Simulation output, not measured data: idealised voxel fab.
voxel plated lines: a process module
Section cut is 290 nm wide and gridded with 5 nm square cells.
Notation: cross-section as square-cell grid; stated in bands, top first, going down; one or more cell rows per band. A band entry consists of two parts. The first gives the height of the band's top and the height of its bottom, in nm. The rest lists the band's materials from left to right, each with its width in nm. A single material labelled with the word "edge to edge" fills the band from edge to edge, and the word "empty" marks empty space. Height datum 0, below which the as-received substrate wafer is one material. Lowest band open at the bottom, running downward: "0 down". The expression "30 to 40" gives the width at the extremes of the band, the first number at its top row of cells and the second at its bottom row, with the width changing by equal amounts from each row to the next in between. "remained unchanged" after a step means that no cell of the cross-section changed. Enclosed voids (no open way to top), threshold 8 cells or more, entry "Enclosed cavity list", notation width x height at distance, distance from left edge, nm. What comes after the settings on a step's line is commentary from the simulator itself on that step. Each step line may optionally specify "overlay nm", which for a step with a mask gives the rightward distance between the mask's planned place and where it lay, a negative value indicating the leftward direction.
The following list gives the planned process steps
1) RECEIVE,material Si
2) CONFORMAL_DEP,material Al2O3,thk nm 10
3) DIRECTIONAL_DEP,material TiN,thk nm 5
4) PATTERN,tone open,mask id LINES,material resist,width nm 30,pitch nm 60,thk nm 40,overlay nm 0
5) EPI,material Ru,thk nm 5
6) EPI,material Ru,thk nm 5
7) EPI,material Ru,thk nm 5
8) STRIP,etch materials resist
9) DIRECTIONAL_ETCH,etch materials TiN,depth nm 5
10) CONFORMAL_DEP,material SiO2,thk nm 5
Delivered wafer in cross-section: state after step 1
	0 down | Si edge to edge
	Enclosed cavity list: none
Final cross-section, module run with one mistake (start and plan as above)
	35 to 30 | 95 nm empty | 40 nm SiO2 | 20 nm empty | 40 nm SiO2 | 95 nm empty
	30 to 25 | 95 nm empty | 5 nm SiO2 | 30 nm Ru | 5 nm SiO2 | 20 nm empty | 5 nm SiO2 | 30 nm Ru | 5 nm SiO2 | 95 nm empty
	25 to 20 | 100 nm SiO2 | 30 nm Ru | 30 nm SiO2 | 30 nm Ru | 100 nm SiO2
	20 to 15 | Ru edge to edge
	15 to 10 | TiN edge to edge
	10 to 0 | Al2O3 edge to edge
	0 down | Si edge to edge
	Enclosed cavity list: none
What was the processing mistake? sequence error: steps 4 and 5 interchanged
